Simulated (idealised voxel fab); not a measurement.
The following process module bears the name voxel gate over fins.
Cross-section cut spans 295 nm and uses square cells 5 nm in size.
If you're reading a cross-section in this doc, picture square cells in a grid; it comes to you as bands, top ones listed first down to the bottom, and a band can be one or more rows of cells.
Look at the band entry: it leads with the top's height and the bottom's height in nm. Then it lists the materials left to right, with a width in nm for each. The word "everywhere" on a single material says that material fills the band edge to edge. The word "blank" is empty space.
Below 0: as-received wafer, all one material; heights counted from there. Lowest band: no bottom, goes on down, written "0..down".
Width: "30..40" (first number = top row, second number = bottom row, same change from row to row of cells).
Where a step carries "changes: none", the cross-section came out of it unchanged, cell for cell.
"Trapped voids" means: voids of 8 cells or more that are shut off from the top with no open way through. Written width x height at distance, distance from the left edge, in nm.
Text after the settings on a step's line: the simulator's own remark on that step.
overlay nm: how far to the right of its planned place the mask lay on this masked step (negative: to the left).

BELOW IS THE LIST OF PLANNED PROCESS STEPS
1 RECEIVE [material Si]
2 CONFORMAL_DEP [material SiN] [thk nm 10]
3 DIRECTIONAL_DEP [material aC] [thk nm 15]
4 PATTERN [tone cover] [mask id FINS] [material resist] [width nm 15] [pitch nm 35] [thk nm 35] [overlay nm 0]
5 DIRECTIONAL_ETCH [etch materials aC] [depth nm 15]
6 STRIP [etch materials resist]
7 DIRECTIONAL_ETCH [etch materials SiN] [depth nm 10]
8 DIRECTIONAL_ETCH [etch materials Si] [depth nm 40]
9 STRIP [etch materials aC]
10 FILL_DEP [material SiO2] [thk nm 10]
11 CMP [height nm 10]
12 SELECTIVE_ETCH [etch materials SiO2] [depth nm 20]
13 STRIP [etch materials SiN]
14 CONFORMAL_DEP [material HfO2] [thk nm 5]
15 CONFORMAL_DEP [material TiN] [thk nm 5]
16 CONFORMAL_DEP [material TiAl] [thk nm 5]
17 CONFORMAL_DEP [material TiN] [thk nm 5]
18 FILL_DEP [material W] [thk nm 15]
19 CMP [height nm 30]
20 CONFORMAL_DEP [material SiCN] [thk nm 5]

STEP 1 COMPLETE: CROSS-SECTION OF THE WAFER AS RECEIVED
0..down | Si everywhere
Trapped voids: none

FINAL WAFER PROFILE IN CROSS-SECTION AFTER THE MODULE, FROM THE SAME START AND PLAN AS ABOVE, WITH ONE MISTAKE MADE DURING PROCESSING
35..30 | SiCN everywhere
30..20 | W everywhere
20..15 | W 100 nm, then TiN 95 nm, then W 100 nm
15..10 | W 100 nm, then TiN 5 nm, then TiAl 85 nm, then TiN 5 nm, then W 100 nm
10..5 | TiN 105 nm, then TiAl 5 nm, then TiN 75 nm, then TiAl 5 nm, then TiN 105 nm
5..0 | TiAl 110 nm, then TiN 5 nm, then HfO2 30 nm, then TiN 5 nm, then HfO2 30 nm, then TiN 5 nm, then TiAl 110 nm
0..-5 | TiN 115 nm, then HfO2 5 nm, then Si 20 nm, then HfO2 5 nm, then TiN 5 nm, then HfO2 5 nm, then Si 20 nm, then HfO2 5 nm, then TiN 115 nm
-5..-10 | HfO2 120 nm, then Si 20 nm, then HfO2 15 nm, then Si 20 nm, then HfO2 120 nm
-10..-40 | SiO2 120 nm, then Si 20 nm, then SiO2 15 nm, then Si 20 nm, then SiO2 120 nm
-40..down | Si everywhere
Trapped voids: none
What was the processing mistake? step 4 off recipe, ran as PATTERN [tone cover] [mask id FINS] [material resist] [width nm 20] [pitch nm 35] [thk nm 35] [overlay nm 0]
